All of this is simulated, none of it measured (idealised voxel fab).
process module | voxel transistor to metal
The figure presents cross-section cut, which has a width of 190 nm and is divided into square cells with an edge length of 5 nm.
Just so we're on the same page, the cross-sections are grids of square cells, and they're listed out in bands top to bottom, each band one or more rows deep.
Read a band's entry like this: the first values are the height of its top and the height of its bottom in nm, and what follows is the sequence of materials from left to right, each with its width in nm. Note that "empty" is empty space, and that a single material marked "throughout" reaches across the band from edge to edge.
Note: height 0 marks the level under which the wafer is uniformly one material as received. Lowest band unbounded below, written "z 0 and below".
Width: "30..40" (first number = top row, second number = bottom row, same change from row to row of cells).
Key: "no modifications" - step with no changed cell in the cross-section.
Under "Closed cavity list" you'll find the enclosed gaps, the ones with no way out to the top, that are 8 cells or bigger; each reads width x height at distance, with distance counted from the left edge, everything in nm.
The remark found on a step's line after its settings is issued by the simulator itself and pertains to that step.
"overlay nm" on a masked step: distance the mask lay right of its planned place, negative for left.
**Process steps - plan**
- 1: RECEIVE: material Si
- 2: OXIDIZE: depth nm 5
- 3: CONFORMAL_DEP: material SiN, thk nm 15
- 4: PATTERN: tone cover, mask id ACTIVE, material resist, width nm 105, thk nm 20, overlay nm 0
- 5: DIRECTIONAL_ETCH: etch materials SiN, depth nm 15
- 6: DIRECTIONAL_ETCH: etch materials SiO2, depth nm 5
- 7: DIRECTIONAL_ETCH: etch materials Si, depth nm 30
- 8: STRIP: etch materials resist
- 9: FILL_DEP: material SiO2, thk nm 10
- 10: CMP: height nm 15
- 11: SELECTIVE_ETCH: etch materials SiO2, depth nm 5
- 12: STRIP: etch materials SiN
- 13: SELECTIVE_ETCH: etch materials SiO2, depth nm 5
- 14: OXIDIZE: depth nm 5
- 15: DIRECTIONAL_DEP: material polySi, thk nm 30
- 16: DIRECTIONAL_DEP: material SiCN, thk nm 15
- 17: DIRECTIONAL_DEP: material aC, thk nm 10
- 18: PATTERN: tone cover, mask id GATE, material resist, width nm 35, thk nm 25, overlay nm 0
- 19: DIRECTIONAL_ETCH: etch materials aC, depth nm 10
- 20: STRIP: etch materials resist
- 21: DIRECTIONAL_ETCH: etch materials SiCN, depth nm 25
- 22: DIRECTIONAL_ETCH: etch materials polySi, depth nm 40
- 23: STRIP: etch materials aC
- 24: CONFORMAL_DEP: material SiO2, thk nm 5
- 25: DIRECTIONAL_ETCH: etch materials SiO2, depth nm 5
- 26: CONFORMAL_DEP: material SiN, thk nm 10
- 27: DIRECTIONAL_ETCH: etch materials SiN, depth nm 10
- 28: DIRECTIONAL_ETCH: etch materials SiO2, depth nm 5
- 29: DIRECTIONAL_ETCH: etch materials Si, depth nm 10
- 30: EPI: material pSi, thk nm 15
- 31: FILL_DEP: material SiO2, thk nm 10
- 32: CMP: height nm 25
- 33: STRIP: etch materials polySi
- 34: SELECTIVE_ETCH: etch materials SiO2, depth nm 5
- 35: CONFORMAL_DEP: material HfO2, thk nm 5
- 36: CONFORMAL_DEP: material TiN, thk nm 5
- 37: FILL_DEP: material W, thk nm 10
- 38: CMP: height nm 20
- 39: DIRECTIONAL_DEP: material SiO2, thk nm 10
- 40: MASKED_ETCH: tone open, mask id CONTACT, width nm 15, pitch nm 80, etch materials SiO2, depth nm 25, overlay nm -15
- 41: CONFORMAL_DEP: material TiN, thk nm 5
- 42: FILL_DEP: material Ru, thk nm 5
- 43: CMP: height nm 30
- 44: DIRECTIONAL_DEP: material TiN, thk nm 5
- 45: DIRECTIONAL_DEP: material W, thk nm 15
- 46: DIRECTIONAL_DEP: material aC, thk nm 10
- 47: PATTERN: tone cover, mask id METAL_1, material resist, width nm 15, pitch nm 80, thk nm 25, overlay nm 0
- 48: DIRECTIONAL_ETCH: etch materials aC, depth nm 10
- 49: STRIP: etch materials resist
- 50: DIRECTIONAL_ETCH: etch materials W, depth nm 15
- 51: DIRECTIONAL_ETCH: etch materials TiN, depth nm 5
- 52: STRIP: etch materials aC
- 53: FILL_DEP: material lowk, thk nm 5
- 54: CMP: height nm 50
- 55: CONFORMAL_DEP: material SiCN, thk nm 5
Don't read the plan's overlay nm for step 40 as applying to every wafer: that's the first wafer's value, and the wafers differ in it, though they all start identical.
**As received, i.e. after step 1: cross-section through the first of several wafers**
    z 0 and below = Si throughout
    Closed cavity list: none
**Gained (+) or lost (-) cells of each material since receipt, then closed voids: one row per wafer, at the end of the module**
overlay nm -15 | +19 HfO2 | +5 Ru | -169 Si | +38 SiCN | +28 SiN | +274 SiO2 | +37 TiN | +38 W | +128 lowk | +20 pSi | Closed cavity list: none
overlay nm -10 | +19 HfO2 | +5 Ru | -169 Si | +38 SiCN | +28 SiN | +271 SiO2 | +40 TiN | +38 W | +128 lowk | +20 pSi | Closed cavity list: none
overlay nm -5 | +19 HfO2 | +5 Ru | -169 Si | +38 SiCN | +28 SiN | +268 SiO2 | +43 TiN | +38 W | +128 lowk | +20 pSi | Closed cavity list: none
overlay nm 0 | +19 HfO2 | +8 Ru | -169 Si | +38 SiCN | +28 SiN | +265 SiO2 | +43 TiN | +38 W | +128 lowk | +20 pSi | Closed cavity list: none
overlay nm 5 | +19 HfO2 | +5 Ru | -169 Si | +38 SiCN | +28 SiN | +268 SiO2 | +43 TiN | +38 W | +128 lowk | +20 pSi | Closed cavity list: none
overlay nm 10 | +19 HfO2 | +5 Ru | -169 Si | +38 SiCN | +28 SiN | +271 SiO2 | +40 TiN | +38 W | +128 lowk | +20 pSi | Closed cavity list: none
overlay nm 15 | +19 HfO2 | +5 Ru | -169 Si | +38 SiCN | +28 SiN | +274 SiO2 | +37 TiN | +38 W | +128 lowk | +20 pSi | Closed cavity list: none
